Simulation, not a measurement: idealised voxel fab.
Process module under the name voxel capacitor over wiring
200 nm wide, 5 nm square cells: that's cross-section cut.
We lay out every cross-section as a grid of square cells and spell it out in bands from the top down, where one band means one or more rows of cells.
A band entry consists of two parts. The first gives the height of the band's top and the height of its bottom, in nm. The rest lists the band's materials from left to right, each with its width in nm. A single material labelled with the word "all across" fills the band from edge to edge, and the word "blank" marks empty space.
Heads up on the height convention: 0 is the point under which the incoming wafer is all one material, and the lowest band has no bottom, it just keeps going down, like "0 down".
The two numbers in a width such as "30->40" mark its ends across the band: the first belongs to the top row of cells, the second to the bottom row, and from each row to the next the width moves by the same amount.
"remained the same" after a step means that no cell of the cross-section changed.
This entry, "Closed void table", enumerates those empty regions of no fewer than 8 cells that possess no open connection to the top. Each region is reported in the form width x height at distance, the distance being taken from the left edge, with all three quantities expressed in nm.
Step line, after settings: the simulator's comment on this step.
For masked steps, "overlay nm" on the step line gives how far right of plan the mask actually lay; a minus sign means it lay to the left.
-- Process steps - plan
1. RECEIVE [material Si]
2. CONFORMAL_DEP [material SiO2] [thk nm 15]
3. DIRECTIONAL_DEP [material TiN] [thk nm 5]
4. DIRECTIONAL_DEP [material W] [thk nm 25]
5. DIRECTIONAL_DEP [material aC] [thk nm 15]
6. PATTERN [tone cover] [mask id METAL_1] [material resist] [width nm 25] [pitch nm 95] [thk nm 30] [overlay nm 0]
7. DIRECTIONAL_ETCH [etch materials aC] [depth nm 15]
8. STRIP [etch materials resist]
9. DIRECTIONAL_ETCH [etch materials W] [depth nm 25]
10. DIRECTIONAL_ETCH [etch materials TiN] [depth nm 5]
11. STRIP [etch materials aC]
12. FILL_DEP [material SiO2] [thk nm 10]
13. CMP [height nm 45]
14. CONFORMAL_DEP [material SiCN] [thk nm 5]
15. DIRECTIONAL_DEP [material lowk] [thk nm 20]
16. DIRECTIONAL_DEP [material aC] [thk nm 15]
17. PATTERN [tone open] [mask id PLUG_1] [material resist] [width nm 15] [thk nm 30] [overlay nm 0]
18. DIRECTIONAL_ETCH [etch materials aC] [depth nm 15]
19. STRIP [etch materials resist]
20. DIRECTIONAL_ETCH [etch materials lowk] [depth nm 20]
21. DIRECTIONAL_ETCH [etch materials SiCN] [depth nm 5]
22. STRIP [etch materials aC]
23. CONFORMAL_DEP [material TiN] [thk nm 5]
24. FILL_DEP [material Cu] [thk nm 5]
25. CMP [height nm 70]
26. DIRECTIONAL_DEP [material TiN] [thk nm 10]
27. DIRECTIONAL_DEP [material HfO2] [thk nm 5]
28. DIRECTIONAL_DEP [material TiN] [thk nm 5]
29. MASKED_ETCH [tone cover] [mask id UPPER_PLATE] [width nm 75] [etch materials TiN] [depth nm 5] [overlay nm 0]
30. MASKED_ETCH [tone cover] [mask id UPPER_PLATE] [width nm 75] [etch materials HfO2] [depth nm 5] [overlay nm 0]
31. MASKED_ETCH [tone cover] [mask id LOWER_PLATE] [width nm 85] [etch materials TiN] [depth nm 10] [overlay nm 0]
32. FILL_DEP [material SiO2] [thk nm 15]
33. CMP [height nm 100]
34. PATTERN [tone open] [mask id PLUG_2] [material resist] [width nm 15] [thk nm 20] [overlay nm 0]
35. DIRECTIONAL_ETCH [etch materials SiO2] [depth nm 10]
36. STRIP [etch materials resist]
37. CONFORMAL_DEP [material TiN] [thk nm 5]
38. FILL_DEP [material W] [thk nm 5]
39. CMP [height nm 100]
40. CONFORMAL_DEP [material SiN] [thk nm 5]
-- as received, after step 1
> 0 down  Si all across
> Closed void table: none
-- Same starting wafer, same plan as above, one mistake in the execution; this is the cross-section at the end of the module
> 105 to 100  SiN all across
> 100 to 95  SiO2: 60  TiN: 5  W: 5  TiN: 5  SiO2: 125
> 95 to 85  SiO2: 60->50  TiN: 15->75  SiO2: 125->75
> 85 to 80  SiO2: 50  HfO2: 75  SiO2: 75
> 80 to 70  SiO2: 45  TiN: 85  SiO2: 70
> 70 to 50  lowk: 50  TiN: 5  Cu: 5  TiN: 5  lowk: 135
> 50 to 45  SiCN: 50  TiN: 15  SiCN: 135
> 45 to 40  SiO2: 40  TiN: 25  SiO2: 70  TiN: 25  SiO2: 40
> 40 to 15  W all across
> 15 to 0  SiO2 all across
> 0 down  Si all across
> Closed void table: none
Plan not followed: steps 3 and 4 got flipped, so each one ran where the other should have
